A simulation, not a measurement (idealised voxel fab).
This is a process module. Its name is voxel released beams.
Square cell edge 5 nm, section width 205 nm, ID cut.
Heads up, the way a cross-section reads in here is a grid of square cells, handed over as bands from the top down, with every band being one or more rows of cells.
What a band's entry tells you: where the top is and where the bottom is, as heights in nm, and after that what lies inside, material by material from left to right, each with its width in nm. Empty space is written as the word "air", and a single material marked with the word "throughout" occupies the band from edge to edge.
Height reference: 0 = level under which incoming wafer is all one material. Lowest band: no bottom, runs on downward, e.g. "0 -> down".
Graded width ("30->40"): value in top row of band = first number; value in bottom row = second number; row-to-row change constant.
"remains unaltered" after a step means that no cell of the cross-section changed.
The entry titled "Closed voids list" provides the empty spaces that have no open way to the top, restricted to those of 8 cells or more. Each is presented as width x height at distance, the distance being measured from the left edge, with all three in nm.
Whatever follows a step's settings on its line is a remark the simulator itself makes about that step.
overlay nm: where the mask lay relative to plan, measured to the right, on steps with a mask; negatives go left.
Planned step list for the process
1. RECEIVE (material Si)
2. CONFORMAL_DEP (material SiN; thk nm 5)
3. DIRECTIONAL_DEP (material SiO2; thk nm 20)
4. MASKED_ETCH (tone open; mask id ANCHOR; width nm 45; etch materials SiO2; depth nm 20; overlay nm 0)
5. CONFORMAL_DEP (material W; thk nm 15)
6. DIRECTIONAL_DEP (material aC; thk nm 15)
7. PATTERN (tone cover; mask id BEAM; material resist; width nm 120; thk nm 35; overlay nm 0)
8. DIRECTIONAL_ETCH (etch materials aC; depth nm 15)
9. STRIP (etch materials resist)
10. DIRECTIONAL_ETCH (etch materials W; depth nm 15)
11. STRIP (etch materials aC)
12. STRIP (etch materials SiO2)
Incoming wafer, cross-sectional view, post step 1
* 0 -> down: Si throughout
* Closed voids list: none
Cross-sectional image of the first of two wafers at the end of the module, the run having proceeded as planned
* 40 -> 25: air (40), then W (20), then air (15), then W (85), then air (45)
* 25 -> 20: air (45), then W (15), then air (15), then W (15), then air (115)
* 20 -> 5: air (45), then W (45), then air (115)
* 5 -> 0: SiN throughout
* 0 -> down: Si throughout
* Closed voids list: none
This is the second of the two wafers, cross-sectioned at the end of the module; it started exactly like the first and was given the same plan, but it was run with one mistake
* 40 -> 25: air (40), then W (20), then air (15), then W (85), then air (45)
* 25 -> 20: air (45), then W (15), then air (15), then W (15), then air (115)
* 20 -> 5: air (45), then W (45), then air (115)
* 5 -> 0: W throughout
* 0 -> down: Si throughout
* Closed voids list: none
What was done differently from what was planned? in deviation from the planned setting, step 2 was conducted as CONFORMAL_DEP (material W; thk nm 5)
Heads up, by the end the second wafer has more or fewer cells of some materials compared to the first: SiN -41 | W +41
